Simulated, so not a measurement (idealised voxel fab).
Process module name: voxel gate over fins
FYI the section here is cut, 225 nm wide, cells are 5 nm squares.
If you're reading a cross-section in this doc, picture square cells in a grid; it comes to you as bands, top ones listed first down to the bottom, and a band can be one or more rows of cells. Quick guide to a band line: top height, bottom height (nm) up front; then every material left to right with its width in nm. Only one material and it's marked "edge to edge"? Then it fills the band edge to edge. And "blank" just means empty space. Heads up on the height convention: 0 is the point under which the incoming wafer is all one material, and the lowest band has no bottom, it just keeps going down, like "0 and below". The width entry "30..40" should be interpreted row by row: the top row of cells in the band takes the first number, the bottom row takes the second number, and the change between adjacent rows is uniform throughout. It should be understood that the words "same as before", when stated for a given step, signify that the cross-section underwent no change in any of its cells during that step. "Sealed-off cavities" contains a list of empty spaces, each no smaller than 8 cells and without an open way to the top, written in the form width x height at distance with the distance from the left edge and all three in nm. What comes after the settings on a step's line is commentary from the simulator itself on that step. Among the settings permitted on a step's line is "overlay nm"; applied to a step with a mask, it specifies the extent to which the mask lay to the right of its planned position, whereas a negative figure signifies a position to the left. Before/after cross-section pairs, one process step each; after shown to lowest changed band; step and settings beneath. Pairs may be from different runs of this module on the same starting wafer; a pair continues from the one above only where its "Pre-step geometry" entry says so.
### Pre-step geometry
  0 and below  Si edge to edge
  Sealed-off cavities: none
### Resultant Cross-Section
  10 down to 0  SiN edge to edge
  Heights below 0 show no change.
  Sealed-off cavities: none
Going from the before section above to the after section, the step was CONFORMAL_DEP | material SiN | thk nm 10
Pre-step geometry: nothing new to draw here, it's the after view of the pair just above.
### Resultant Cross-Section
  25 down to 10  aC edge to edge
  Heights below 10 show no change.
  Sealed-off cavities: none
Going from the before section above to the after section, the step was DIRECTIONAL_DEP | material aC | thk nm 15
Pre-step geometry: nothing new to draw here, it's the after view of the pair just above.
### Resultant Cross-Section
  60 down to 25  blank=75; resist=15; blank=40; resist=15; blank=80
  Heights below 25 show no change.
  Sealed-off cavities: none
Going from the before section above to the after section, the step was PATTERN | tone cover | mask id FINS | material resist | width nm 15 | pitch nm 55 | thk nm 35 | overlay nm 0
Pre-step geometry: nothing new to draw here, it's the after view of the pair just above.
### Resultant Cross-Section
  45 down to 25  blank=75; resist=15; blank=40; resist=15; blank=80
  25 down to 10  blank=75; aC=15; blank=40; aC=15; blank=80
  Heights below 10 show no change.
  Sealed-off cavities: none
Going from the before section above to the after section, the step was DIRECTIONAL_ETCH | etch materials aC | depth nm 15
Pre-step geometry: nothing new to draw here, it's the after view of the pair just above.
### Resultant Cross-Section
  25 down to 10  blank=75; aC=15; blank=40; aC=15; blank=80
  Heights below 10 show no change.
  Sealed-off cavities: none
Going from the before section above to the after section, the step was STRIP | etch materials resist
Pre-step geometry: nothing new to draw here, it's the after view of the pair just above.
### Resultant Cross-Section
  25 down to 10  blank=75; aC=15; blank=40; aC=15; blank=80
  10 down to 0  blank=75; SiN=15; blank=40; SiN=15; blank=80
  Heights below 0 show no change.
  Sealed-off cavities: none
Going from the before section above to the after section, the step was DIRECTIONAL_ETCH | etch materials SiN | depth nm 10
Pre-step geometry: nothing new to draw here, it's the after view of the pair just above.
### Resultant Cross-Section
  25 down to 10  blank=75; aC=15; blank=40; aC=15; blank=80
  10 down to 0  blank=75; SiN=15; blank=40; SiN=15; blank=80
  0 down to -40  blank=75; Si=15; blank=40; Si=15; blank=80
  Heights below -40 show no change.
  Sealed-off cavities: none
Going from the before section above to the after section, the step was DIRECTIONAL_ETCH | etch materials Si | depth nm 40
Pre-step geometry: nothing new to draw here, it's the after view of the pair just above.
### Resultant Cross-Section
  10 down to 0  blank=75; SiN=15; blank=40; SiN=15; blank=80
  Heights below 0 show no change.
  Sealed-off cavities: none
Going from the before section above to the after section, the step was STRIP | etch materials aC
Pre-step geometry: nothing new to draw here, it's the after view of the pair just above.
### Resultant Cross-Section
  10 down to 0  blank=75; SiN=15; blank=40; SiN=15; blank=80
  0 down to -40  blank=75; SiO2=5; Si=5; SiO2=5; blank=40; SiO2=5; Si=5; SiO2=5; blank=80
  -40 down to -45  SiO2=80; Si=5; SiO2=50; Si=5; SiO2=85
  Heights below -45 show no change.
  Sealed-off cavities: none
Going from the before section above to the after section, the step was OXIDIZE | depth nm 5
Pre-step geometry: nothing new to draw here, it's the after view of the pair just above.
### Resultant Cross-Section
  15 down to 10  SiO2 edge to edge
  10 down to 0  SiO2=75; SiN=15; SiO2=40; SiN=15; SiO2=80
  0 down to -45  SiO2=80; Si=5; SiO2=50; Si=5; SiO2=85
  Heights below -45 show no change.
  Sealed-off cavities: none
Going from the before section above to the after section, the step was FILL_DEP | material SiO2 | thk nm 5
Pre-step geometry: nothing new to draw here, it's the after view of the pair just above.
### Resultant Cross-Section
  10 down to 0  SiO2=75; SiN=15; SiO2=40; SiN=15; SiO2=80
  Heights below 0 show no change.
  Sealed-off cavities: none
Going from the before section above to the after section, the step was CMP | height nm 10
Pre-step geometry: nothing new to draw here, it's the after view of the pair just above.
### Resultant Cross-Section
  20 down to 10  aC edge to edge
  Heights below 10 show no change.
  Sealed-off cavities: none
Going from the before section above to the after section, the step was DIRECTIONAL_DEP | material aC | thk nm 10
Pre-step geometry: nothing new to draw here, it's the after view of the pair just above.
### Resultant Cross-Section
  50 down to 20  resist=100; blank=15; resist=110
  Heights below 20 show no change.
  Sealed-off cavities: none
Going from the before section above to the after section, the step was PATTERN | tone open | mask id RAIL | material resist | width nm 15 | thk nm 30 | overlay nm 0
Pre-step geometry: nothing new to draw here, it's the after view of the pair just above.
### Resultant Cross-Section
  40 down to 20  resist=100; blank=15; resist=110
  20 down to 10  aC=100; blank=15; aC=110
  Heights below 10 show no change.
  Sealed-off cavities: none
Going from the before section above to the after section, the step was DIRECTIONAL_ETCH | etch materials aC | depth nm 10
Pre-step geometry: nothing new to draw here, it's the after view of the pair just above.
### Resultant Cross-Section
  20 down to 10  aC=100; blank=15; aC=110
  Heights below 10 show no change.
  Sealed-off cavities: none
Going from the before section above to the after section, the step was STRIP | etch materials resist
Pre-step geometry: nothing new to draw here, it's the after view of the pair just above.
### Resultant Cross-Section
  20 down to 10  aC=100; blank=15; aC=110
  10 down to 0  SiO2=75; SiN=15; SiO2=10; blank=15; SiO2=15; SiN=15; SiO2=80
  0 down to -35  SiO2=80; Si=5; SiO2=15; blank=15; SiO2=20; Si=5; SiO2=85
  Heights below -35 show no change.
  Sealed-off cavities: none
Going from the before section above to the after section, the step was DIRECTIONAL_ETCH | etch materials SiO2 | depth nm 45
Pre-step geometry: nothing new to draw here, it's the after view of the pair just above.
### Resultant Cross-Section
  10 down to 0  SiO2=75; SiN=15; SiO2=10; blank=15; SiO2=15; SiN=15; SiO2=80
  Heights below 0 show no change.
  Sealed-off cavities: none
Going from the before section above to the after section, the step was STRIP | etch materials aC
Pre-step geometry: nothing new to draw here, it's the after view of the pair just above.
### Resultant Cross-Section
  15 down to 10  TiN=105; blank=5; TiN=115
  10 down to 0  SiO2=75; SiN=15; SiO2=10; TiN=5; blank=5; TiN=5; SiO2=15; SiN=15; SiO2=80
  0 down to -30  SiO2=80; Si=5; SiO2=15; TiN=5; blank=5; TiN=5; SiO2=20; Si=5; SiO2=85
  -30 down to -35  SiO2=80; Si=5; SiO2=15; TiN=15; SiO2=20; Si=5; SiO2=85
  Heights below -35 show no change.
  Sealed-off cavities: none
Going from the before section above to the after section, the step was CONFORMAL_DEP | material TiN | thk nm 5
Pre-step geometry: nothing new to draw here, it's the after view of the pair just above.
### Resultant Cross-Section
  25 down to 15  Ru edge to edge
  15 down to 10  TiN=105; Ru=5; TiN=115
  10 down to 0  SiO2=75; SiN=15; SiO2=10; TiN=5; Ru=5; TiN=5; SiO2=15; SiN=15; SiO2=80
  0 down to -30  SiO2=80; Si=5; SiO2=15; TiN=5; Ru=5; TiN=5; SiO2=20; Si=5; SiO2=85
  Heights below -30 show no change.
  Sealed-off cavities: none
Going from the before section above to the after section, the step was FILL_DEP | material Ru | thk nm 10
Pre-step geometry: nothing new to draw here, it's the after view of the pair just above.
### Resultant Cross-Section
  10 down to 0  SiO2=75; SiN=15; SiO2=10; TiN=5; Ru=5; TiN=5; SiO2=15; SiN=15; SiO2=80
  Heights below 0 show no change.
  Sealed-off cavities: none
Going from the before section above to the after section, the step was CMP | height nm 10
Pre-step geometry: nothing new to draw here, it's the after view of the pair just above.
### Resultant Cross-Section
  10 down to 0  SiO2=75; SiN=15; SiO2=10; blank=15; SiO2=15; SiN=15; SiO2=80
  0 down to -20  SiO2=80; Si=5; SiO2=15; blank=15; SiO2=20; Si=5; SiO2=85
  Heights below -20 show no change.
  Sealed-off cavities: none
Going from the before section above to the after section, the step was SELECTIVE_ETCH | etch materials W Ru TiN | depth nm 30
Pre-step geometry: nothing new to draw here, it's the after view of the pair just above.
### Resultant Cross-Section
  15 down to 10  SiO2 edge to edge
  10 down to 0  SiO2=75; SiN=15; SiO2=40; SiN=15; SiO2=80
  0 down to -20  SiO2=80; Si=5; SiO2=50; Si=5; SiO2=85
  Heights below -20 show no change.
  Sealed-off cavities: none
Going from the before section above to the after section, the step was FILL_DEP | material SiO2 | thk nm 5
Pre-step geometry: nothing new to draw here, it's the after view of the pair just above.
### Resultant Cross-Section
  10 down to 0  SiO2=75; SiN=15; SiO2=40; SiN=15; SiO2=80
  Heights below 0 show no change.
  Sealed-off cavities: none
Going from the before section above to the after section, the step was CMP | height nm 10
Pre-step geometry: nothing new to draw here, it's the after view of the pair just above.
### Resultant Cross-Section
  10 down to 0  blank=75; SiN=15; blank=40; SiN=15; blank=80
  0 down to -15  blank=80; Si=5; blank=50; Si=5; blank=85
  Heights below -15 show no change.
  Sealed-off cavities: none
Going from the before section above to the after section, the step was SELECTIVE_ETCH | etch materials SiO2 | depth nm 25
Pre-step geometry: nothing new to draw here, it's the after view of the pair just above.
### Resultant Cross-Section
  0 down to -15  blank=80; Si=5; blank=50; Si=5; blank=85
  Heights below -15 show no change.
  Sealed-off cavities: none
Going from the before section above to the after section, the step was STRIP | etch materials SiN
Pre-step geometry: nothing new to draw here, it's the after view of the pair just above.
### Resultant Cross-Section
  5 down to 0  blank=75; HfO2=15; blank=40; HfO2=15; blank=80
  0 down to -10  blank=75; HfO2=5; Si=5; HfO2=5; blank=40; HfO2=5; Si=5; HfO2=5; blank=80
  -10 down to -15  HfO2=80; Si=5; HfO2=50; Si=5; HfO2=85
  Heights below -15 show no change.
  Sealed-off cavities: none
Going from the before section above to the after section, the step was CONFORMAL_DEP | material HfO2 | thk nm 5
Pre-step geometry: nothing new to draw here, it's the after view of the pair just above.
### Resultant Cross-Section
  10 down to 5  blank=70; TiN=25; blank=30; TiN=25; blank=75
  5 down to 0  blank=70; TiN=5; HfO2=15; TiN=5; blank=30; TiN=5; HfO2=15; TiN=5; blank=75
  0 down to -5  blank=70; TiN=5; HfO2=5; Si=5; HfO2=5; TiN=5; blank=30; TiN=5; HfO2=5; Si=5; HfO2=5; TiN=5; blank=75
  -5 down to -10  TiN=75; HfO2=5; Si=5; HfO2=5; TiN=40; HfO2=5; Si=5; HfO2=5; TiN=80
  Heights below -10 show no change.
  Sealed-off cavities: none
Going from the before section above to the after section, the step was CONFORMAL_DEP | material TiN | thk nm 5
Pre-step geometry: nothing new to draw here, it's the after view of the pair just above.
### Resultant Cross-Section
  15 down to 10  blank=65; TiAl=35; blank=20; TiAl=35; blank=70
  10 down to 5  blank=65; TiAl=5; TiN=25; TiAl=5; blank=20; TiAl=5; TiN=25; TiAl=5; blank=70
  5 down to 0  blank=65; TiAl=5; TiN=5; HfO2=15; TiN=5; TiAl=5; blank=20; TiAl=5; TiN=5; HfO2=15; TiN=5; TiAl=5; blank=70
  0 down to -5  TiAl=70; TiN=5; HfO2=5; Si=5; HfO2=5; TiN=5; TiAl=30; TiN=5; HfO2=5; Si=5; HfO2=5; TiN=5; TiAl=75
  Heights below -5 show no change.
  Sealed-off cavities: none
Going from the before section above to the after section, the step was CONFORMAL_DEP | material TiAl | thk nm 5
Pre-step geometry: nothing new to draw here, it's the after view of the pair just above.
### Resultant Cross-Section
  20 down to 15  blank=60; TiN=45; blank=10; TiN=45; blank=65
  15 down to 10  blank=60; TiN=5; TiAl=35; TiN=5; blank=10; TiN=5; TiAl=35; TiN=5; blank=65
  10 down to 5  blank=60; TiN=5; TiAl=5; TiN=25; TiAl=5; TiN=5; blank=10; TiN=5; TiAl=5; TiN=25; TiAl=5; TiN=5; blank=65
  5 down to 0  TiN=65; TiAl=5; TiN=5; HfO2=15; TiN=5; TiAl=5; TiN=20; TiAl=5; TiN=5; HfO2=15; TiN=5; TiAl=5; TiN=70
  Heights below 0 show no change.
  Sealed-off cavities: none
Going from the before section above to the after section, the step was CONFORMAL_DEP | material TiN | thk nm 5
Pre-step geometry: nothing new to draw here, it's the after view of the pair just above.
### Resultant Cross-Section
  30 down to 20  W edge to edge
  20 down to 15  W=60; TiN=45; W=10; TiN=45; W=65
  15 down to 10  W=60; TiN=5; TiAl=35; TiN=5; W=10; TiN=5; TiAl=35; TiN=5; W=65
  10 down to 5  W=60; TiN=5; TiAl=5; TiN=25; TiAl=5; TiN=5; W=10; TiN=5; TiAl=5; TiN=25; TiAl=5; TiN=5; W=65
  Heights below 5 show no change.
  Sealed-off cavities: none
Going from the before section above to the after section, the step was FILL_DEP | material W | thk nm 10
Pre-step geometry: nothing new to draw here, it's the after view of the pair just above.
### Resultant Cross-Section
  25 down to 20  W edge to edge
  Heights below 20 show no change.
  Sealed-off cavities: none
Going from the before section above to the after section, the step was CMP | height nm 25
Pre-step geometry: nothing new to draw here, it's the after view of the pair just above.
### Resultant Cross-Section
  35 down to 25  SiCN edge to edge
  Heights below 25 show no change.
  Sealed-off cavities: none
Going from the before section above to the after section, the step was CONFORMAL_DEP | material SiCN | thk nm 10
### Pre-step geometry
  5 down to 0  blank=75; HfO2=15; blank=40; HfO2=15; blank=80
  0 down to -10  blank=75; HfO2=5; Si=5; HfO2=5; blank=40; HfO2=5; Si=5; HfO2=5; blank=80
  -10 down to -15  HfO2=80; Si=5; HfO2=50; Si=5; HfO2=85
  -15 down to -20  SiO2=80; Si=5; SiO2=50; Si=5; SiO2=85
  -20 down to -30  SiO2=80; Si=5; SiO2=15; TiN=5; Ru=5; TiN=5; SiO2=20; Si=5; SiO2=85
  -30 down to -35  SiO2=80; Si=5; SiO2=15; TiN=15; SiO2=20; Si=5; SiO2=85
  -35 down to -45  SiO2=80; Si=5; SiO2=50; Si=5; SiO2=85
  -45 and below  Si edge to edge
  Sealed-off cavities: none
### Resultant Cross-Section
  10 down to 5  blank=70; TiAl=25; blank=30; TiAl=25; blank=75
  5 down to 0  blank=70; TiAl=5; HfO2=15; TiAl=5; blank=30; TiAl=5; HfO2=15; TiAl=5; blank=75
  0 down to -5  blank=70; TiAl=5; HfO2=5; Si=5; HfO2=5; TiAl=5; blank=30; TiAl=5; HfO2=5; Si=5; HfO2=5; TiAl=5; blank=75
  -5 down to -10  TiAl=75; HfO2=5; Si=5; HfO2=5; TiAl=40; HfO2=5; Si=5; HfO2=5; TiAl=80
  Heights below -10 show no change.
  Sealed-off cavities: none
Going from the before section above to the after section, the step was CONFORMAL_DEP | material TiAl | thk nm 5
Pre-step geometry: nothing new to draw here, it's the after view of the pair just above.
### Resultant Cross-Section
  15 down to 10  blank=65; TiN=35; blank=20; TiN=35; blank=70
  10 down to 5  blank=65; TiN=5; TiAl=25; TiN=5; blank=20; TiN=5; TiAl=25; TiN=5; blank=70
  5 down to 0  blank=65; TiN=5; TiAl=5; HfO2=15; TiAl=5; TiN=5; blank=20; TiN=5; TiAl=5; HfO2=15; TiAl=5; TiN=5; blank=70
  0 down to -5  TiN=70; TiAl=5; HfO2=5; Si=5; HfO2=5; TiAl=5; TiN=30; TiAl=5; HfO2=5; Si=5; HfO2=5; TiAl=5; TiN=75
  Heights below -5 show no change.
  Sealed-off cavities: none
Going from the before section above to the after section, the step was CONFORMAL_DEP | material TiN | thk nm 5
Pre-step geometry: nothing new to draw here, it's the after view of the pair just above.
### Resultant Cross-Section
  25 down to 15  W edge to edge
  15 down to 10  W=65; TiN=35; W=20; TiN=35; W=70
  10 down to 5  W=65; TiN=5; TiAl=25; TiN=5; W=20; TiN=5; TiAl=25; TiN=5; W=70
  5 down to 0  W=65; TiN=5; TiAl=5; HfO2=15; TiAl=5; TiN=5; W=20; TiN=5; TiAl=5; HfO2=15; TiAl=5; TiN=5; W=70
  Heights below 0 show no change.
  Sealed-off cavities: none
Going from the before section above to the after section, the step was FILL_DEP | material W | thk nm 10
Pre-step geometry: nothing new to draw here, it's the after view of the pair just above.
### Resultant Cross-Section
  35 down to 25  SiCN edge to edge
  Heights below 25 show no change.
  Sealed-off cavities: none
Going from the before section above to the after section, the step was CONFORMAL_DEP | material SiCN | thk nm 10
### Pre-step geometry
  10 down to 0  blank=75; SiN=15; blank=40; SiN=15; blank=80
  0 down to -15  blank=80; Si=5; blank=50; Si=5; blank=85
  -15 down to -20  SiO2=80; Si=5; SiO2=50; Si=5; SiO2=85
  -20 down to -30  SiO2=80; Si=5; SiO2=15; TiN=5; Ru=5; TiN=5; SiO2=20; Si=5; SiO2=85
  -30 down to -35  SiO2=80; Si=5; SiO2=15; TiN=15; SiO2=20; Si=5; SiO2=85
  -35 down to -45  SiO2=80; Si=5; SiO2=50; Si=5; SiO2=85
  -45 and below  Si edge to edge
  Sealed-off cavities: none
### Resultant Cross-Section
  10 down to 0  blank=75; SiN=15; blank=40; SiN=15; blank=80
  0 down to -20  blank=80; Si=5; blank=50; Si=5; blank=85
  -20 down to -30  blank=80; Si=5; blank=15; TiN=5; Ru=5; TiN=5; blank=20; Si=5; blank=85
  -30 down to -35  blank=80; Si=5; blank=15; TiN=15; blank=20; Si=5; blank=85
  -35 down to -40  blank=80; Si=5; blank=20; SiO2=5; blank=25; Si=5; blank=85
  Heights below -40 show no change.
  Sealed-off cavities: none
Going from the before section above to the after section, the step was SELECTIVE_ETCH | etch materials SiO2 | depth nm 25
Pre-step geometry: nothing new to draw here, it's the after view of the pair just above.
### Resultant Cross-Section
  0 down to -20  blank=80; Si=5; blank=50; Si=5; blank=85
  Heights below -20 show no change.
  Sealed-off cavities: none
Going from the before section above to the after section, the step was STRIP | etch materials SiN
Pre-step geometry: nothing new to draw here, it's the after view of the pair just above.
### Resultant Cross-Section
  5 down to 0  blank=75; HfO2=15; blank=40; HfO2=15; blank=80
  0 down to -15  blank=75; HfO2=5; Si=5; HfO2=5; blank=40; HfO2=5; Si=5; HfO2=5; blank=80
  -15 down to -20  blank=75; HfO2=5; Si=5; HfO2=5; blank=5; HfO2=25; blank=10; HfO2=5; Si=5; HfO2=5; blank=80
  -20 down to -30  blank=75; HfO2=5; Si=5; HfO2=5; blank=5; HfO2=5; TiN=5; Ru=5; TiN=5; HfO2=5; blank=10; HfO2=5; Si=5; HfO2=5; blank=80
  -30 down to -35  blank=75; HfO2=5; Si=5; HfO2=5; blank=5; HfO2=5; TiN=15; HfO2=5; blank=10; HfO2=5; Si=5; HfO2=5; blank=80
  -35 down to -40  HfO2=80; Si=5; HfO2=20; SiO2=5; HfO2=25; Si=5; HfO2=85
  Heights below -40 show no change.
  Sealed-off cavities: none
Going from the before section above to the after section, the step was CONFORMAL_DEP | material HfO2 | thk nm 5
Pre-step geometry: nothing new to draw here, it's the after view of the pair just above.
### Resultant Cross-Section
  10 down to 5  blank=70; TiN=25; blank=30; TiN=25; blank=75
  5 down to 0  blank=70; TiN=5; HfO2=15; TiN=5; blank=30; TiN=5; HfO2=15; TiN=5; blank=75
  0 down to -10  blank=70; TiN=5; HfO2=5; Si=5; HfO2=5; TiN=5; blank=30; TiN=5; HfO2=5; Si=5; HfO2=5; TiN=5; blank=75
  -10 down to -15  blank=70; TiN=5; HfO2=5; Si=5; HfO2=5; TiN=40; HfO2=5; Si=5; HfO2=5; TiN=5; blank=75
  -15 down to -20  blank=70; TiN=5; HfO2=5; Si=5; HfO2=5; TiN=5; HfO2=25; TiN=10; HfO2=5; Si=5; HfO2=5; TiN=5; blank=75
  -20 down to -30  blank=70; TiN=5; HfO2=5; Si=5; HfO2=5; TiN=5; HfO2=5; TiN=5; Ru=5; TiN=5; HfO2=5; TiN=10; HfO2=5; Si=5; HfO2=5; TiN=5; blank=75
  -30 down to -35  TiN=75; HfO2=5; Si=5; HfO2=5; TiN=5; HfO2=5; TiN=15; HfO2=5; TiN=10; HfO2=5; Si=5; HfO2=5; TiN=80
  Heights below -35 show no change.
  Sealed-off cavities: none
Going from the before section above to the after section, the step was CONFORMAL_DEP | material TiN | thk nm 5
Pre-step geometry: nothing new to draw here, it's the after view of the pair just above.
### Resultant Cross-Section
  15 down to 10  blank=65; TiAl=35; blank=20; TiAl=35; blank=70
  10 down to 5  blank=65; TiAl=5; TiN=25; TiAl=5; blank=20; TiAl=5; TiN=25; TiAl=5; blank=70
  5 down to 0  blank=65; TiAl=5; TiN=5; HfO2=15; TiN=5; TiAl=5; blank=20; TiAl=5; TiN=5; HfO2=15; TiN=5; TiAl=5; blank=70
  0 down to -5  blank=65; TiAl=5; TiN=5; HfO2=5; Si=5; HfO2=5; TiN=5; TiAl=5; blank=20; TiAl=5; TiN=5; HfO2=5; Si=5; HfO2=5; TiN=5; TiAl=5; blank=70
  -5 down to -10  blank=65; TiAl=5; TiN=5; HfO2=5; Si=5; HfO2=5; TiN=5; TiAl=30; TiN=5; HfO2=5; Si=5; HfO2=5; TiN=5; TiAl=5; blank=70
  -10 down to -15  blank=65; TiAl=5; TiN=5; HfO2=5; Si=5; HfO2=5; TiN=40; HfO2=5; Si=5; HfO2=5; TiN=5; TiAl=5; blank=70
  -15 down to -20  blank=65; TiAl=5; TiN=5; HfO2=5; Si=5; HfO2=5; TiN=5; HfO2=25; TiN=10; HfO2=5; Si=5; HfO2=5; TiN=5; TiAl=5; blank=70
  -20 down to -25  blank=65; TiAl=5; TiN=5; HfO2=5; Si=5; HfO2=5; TiN=5; HfO2=5; TiN=5; Ru=5; TiN=5; HfO2=5; TiN=10; HfO2=5; Si=5; HfO2=5; TiN=5; TiAl=5; blank=70
  -25 down to -30  TiAl=70; TiN=5; HfO2=5; Si=5; HfO2=5; TiN=5; HfO2=5; TiN=5; Ru=5; TiN=5; HfO2=5; TiN=10; HfO2=5; Si=5; HfO2=5; TiN=5; TiAl=75
  Heights below -30 show no change.
  Sealed-off cavities: none
Going from the before section above to the after section, the step was CONFORMAL_DEP | material TiAl | thk nm 5
Pre-step geometry: nothing new to draw here, it's the after view of the pair just above.
### Resultant Cross-Section
  20 down to 15  blank=60; TiN=45; blank=10; TiN=45; blank=65
  15 down to 10  blank=60; TiN=5; TiAl=35; TiN=5; blank=10; TiN=5; TiAl=35; TiN=5; blank=65
  10 down to 5  blank=60; TiN=5; TiAl=5; TiN=25; TiAl=5; TiN=5; blank=10; TiN=5; TiAl=5; TiN=25; TiAl=5; TiN=5; blank=65
  5 down to 0  blank=60; TiN=5; TiAl=5; TiN=5; HfO2=15; TiN=5; TiAl=5; TiN=5; blank=10; TiN=5; TiAl=5; TiN=5; HfO2=15; TiN=5; TiAl=5; TiN=5; blank=65
  0 down to -5  blank=60; TiN=5; TiAl=5; TiN=5; HfO2=5; Si=5; HfO2=5; TiN=5; TiAl=5; TiN=20; TiAl=5; TiN=5; HfO2=5; Si=5; HfO2=5; TiN=5; TiAl=5; TiN=5; blank=65
  -5 down to -10  blank=60; TiN=5; TiAl=5; TiN=5; HfO2=5; Si=5; HfO2=5; TiN=5; TiAl=30; TiN=5; HfO2=5; Si=5; HfO2=5; TiN=5; TiAl=5; TiN=5; blank=65
  -10 down to -15  blank=60; TiN=5; TiAl=5; TiN=5; HfO2=5; Si=5; HfO2=5; TiN=40; HfO2=5; Si=5; HfO2=5; TiN=5; TiAl=5; TiN=5; blank=65
  -15 down to -20  blank=60; TiN=5; TiAl=5; TiN=5; HfO2=5; Si=5; HfO2=5; TiN=5; HfO2=25; TiN=10; HfO2=5; Si=5; HfO2=5; TiN=5; TiAl=5; TiN=5; blank=65
  -20 down to -25  TiN=65; TiAl=5; TiN=5; HfO2=5; Si=5; HfO2=5; TiN=5; HfO2=5; TiN=5; Ru=5; TiN=5; HfO2=5; TiN=10; HfO2=5; Si=5; HfO2=5; TiN=5; TiAl=5; TiN=70
  Heights below -25 show no change.
  Sealed-off cavities: none
Going from the before section above to the after section, the step was CONFORMAL_DEP | material TiN | thk nm 5
Pre-step geometry: nothing new to draw here, it's the after view of the pair just above.
### Resultant Cross-Section
  30 down to 20  W edge to edge
  20 down to 15  W=60; TiN=45; W=10; TiN=45; W=65
  15 down to 10  W=60; TiN=5; TiAl=35; TiN=5; W=10; TiN=5; TiAl=35; TiN=5; W=65
  10 down to 5  W=60; TiN=5; TiAl=5; TiN=25; TiAl=5; TiN=5; W=10; TiN=5; TiAl=5; TiN=25; TiAl=5; TiN=5; W=65
  5 down to 0  W=60; TiN=5; TiAl=5; TiN=5; HfO2=15; TiN=5; TiAl=5; TiN=5; W=10; TiN=5; TiAl=5; TiN=5; HfO2=15; TiN=5; TiAl=5; TiN=5; W=65
  0 down to -5  W=60; TiN=5; TiAl=5; TiN=5; HfO2=5; Si=5; HfO2=5; TiN=5; TiAl=5; TiN=20; TiAl=5; TiN=5; HfO2=5; Si=5; HfO2=5; TiN=5; TiAl=5; TiN=5; W=65
  -5 down to -10  W=60; TiN=5; TiAl=5; TiN=5; HfO2=5; Si=5; HfO2=5; TiN=5; TiAl=30; TiN=5; HfO2=5; Si=5; HfO2=5; TiN=5; TiAl=5; TiN=5; W=65
  -10 down to -15  W=60; TiN=5; TiAl=5; TiN=5; HfO2=5; Si=5; HfO2=5; TiN=40; HfO2=5; Si=5; HfO2=5; TiN=5; TiAl=5; TiN=5; W=65
  -15 down to -20  W=60; TiN=5; TiAl=5; TiN=5; HfO2=5; Si=5; HfO2=5; TiN=5; HfO2=25; TiN=10; HfO2=5; Si=5; HfO2=5; TiN=5; TiAl=5; TiN=5; W=65
  Heights below -20 show no change.
  Sealed-off cavities: none
Going from the before section above to the after section, the step was FILL_DEP | material W | thk nm 10
Pre-step geometry: nothing new to draw here, it's the after view of the pair just above.
### Resultant Cross-Section
  25 down to 20  W edge to edge
  Heights below 20 show no change.
  Sealed-off cavities: none
Going from the before section above to the after section, the step was CMP | height nm 25
Pre-step geometry: nothing new to draw here, it's the after view of the pair just above.
### Resultant Cross-Section
  35 down to 25  SiCN edge to edge
  Heights below 25 show no change.
  Sealed-off cavities: none
Going from the before section above to the after section, the step was CONFORMAL_DEP | material SiCN | thk nm 10
### Pre-step geometry
  15 down to 10  blank=65; TiN=35; blank=20; TiN=35; blank=70
  10 down to 5  blank=65; TiN=5; TiAl=25; TiN=5; blank=20; TiN=5; TiAl=25; TiN=5; blank=70
  5 down to 0  blank=65; TiN=5; TiAl=5; HfO2=15; TiAl=5; TiN=5; blank=20; TiN=5; TiAl=5; HfO2=15; TiAl=5; TiN=5; blank=70
  0 down to -5  TiN=70; TiAl=5; HfO2=5; Si=5; HfO2=5; TiAl=5; TiN=30; TiAl=5; HfO2=5; Si=5; HfO2=5; TiAl=5; TiN=75
  -5 down to -10  TiAl=75; HfO2=5; Si=5; HfO2=5; TiAl=40; HfO2=5; Si=5; HfO2=5; TiAl=80
  -10 down to -15  HfO2=80; Si=5; HfO2=50; Si=5; HfO2=85
  -15 down to -20  SiO2=80; Si=5; SiO2=50; Si=5; SiO2=85
  -20 down to -30  SiO2=80; Si=5; SiO2=15; TiN=5; Ru=5; TiN=5; SiO2=20; Si=5; SiO2=85
  -30 down to -35  SiO2=80; Si=5; SiO2=15; TiN=15; SiO2=20; Si=5; SiO2=85
  -35 down to -45  SiO2=80; Si=5; SiO2=50; Si=5; SiO2=85
  -45 and below  Si edge to edge
  Sealed-off cavities: none
### Resultant Cross-Section
  20 down to 10  blank=60; TiN=45; blank=10; TiN=45; blank=65
  10 down to 5  blank=60; TiN=10; TiAl=25; TiN=10; blank=10; TiN=10; TiAl=25; TiN=10; blank=65
  5 down to 0  TiN=70; TiAl=5; HfO2=15; TiAl=5; TiN=30; TiAl=5; HfO2=15; TiAl=5; TiN=75
  Heights below 0 show no change.
  Sealed-off cavities: none
Going from the before section above to the after section, the step was CONFORMAL_DEP | material TiN | thk nm 5
Pre-step geometry: nothing new to draw here, it's the after view of the pair just above.
### Resultant Cross-Section
  30 down to 20  W edge to edge
  20 down to 10  W=60; TiN=45; W=10; TiN=45; W=65
  10 down to 5  W=60; TiN=10; TiAl=25; TiN=10; W=10; TiN=10; TiAl=25; TiN=10; W=65
  Heights below 5 show no change.
  Sealed-off cavities: none
Going from the before section above to the after section, the step was FILL_DEP | material W | thk nm 10
Pre-step geometry: nothing new to draw here, it's the after view of the pair just above.
### Resultant Cross-Section
  25 down to 20  W edge to edge
  Heights below 20 show no change.
  Sealed-off cavities: none
Going from the before section above to the after section, the step was CMP | height nm 25
Pre-step geometry: nothing new to draw here, it's the after view of the pair just above.
### Resultant Cross-Section
  35 down to 25  SiCN edge to edge
  Heights below 25 show no change.
  Sealed-off cavities: none
Going from the before section above to the after section, the step was CONFORMAL_DEP | material SiCN | thk nm 10
### Pre-step geometry
  25 down to 10  blank=75; aC=15; blank=40; aC=15; blank=80
  10 down to 0  blank=75; SiN=15; blank=40; SiN=15; blank=80
  0 and below  Si edge to edge
  Sealed-off cavities: none
### Resultant Cross-Section
  25 down to 10  blank=75; aC=15; blank=40; aC=15; blank=80
  10 down to 0  blank=75; SiN=15; blank=40; SiN=15; blank=80
  0 down to -35  blank=75; Si=15; blank=40; Si=15; blank=80
  Heights below -35 show no change.
  Sealed-off cavities: none
Going from the before section above to the after section, the step was DIRECTIONAL_ETCH | etch materials Si | depth nm 35
Pre-step geometry: nothing new to draw here, it's the after view of the pair just above.
### Resultant Cross-Section
  10 down to 0  blank=75; SiN=15; blank=40; SiN=15; blank=80
  Heights below 0 show no change.
  Sealed-off cavities: none
Going from the before section above to the after section, the step was STRIP | etch materials aC
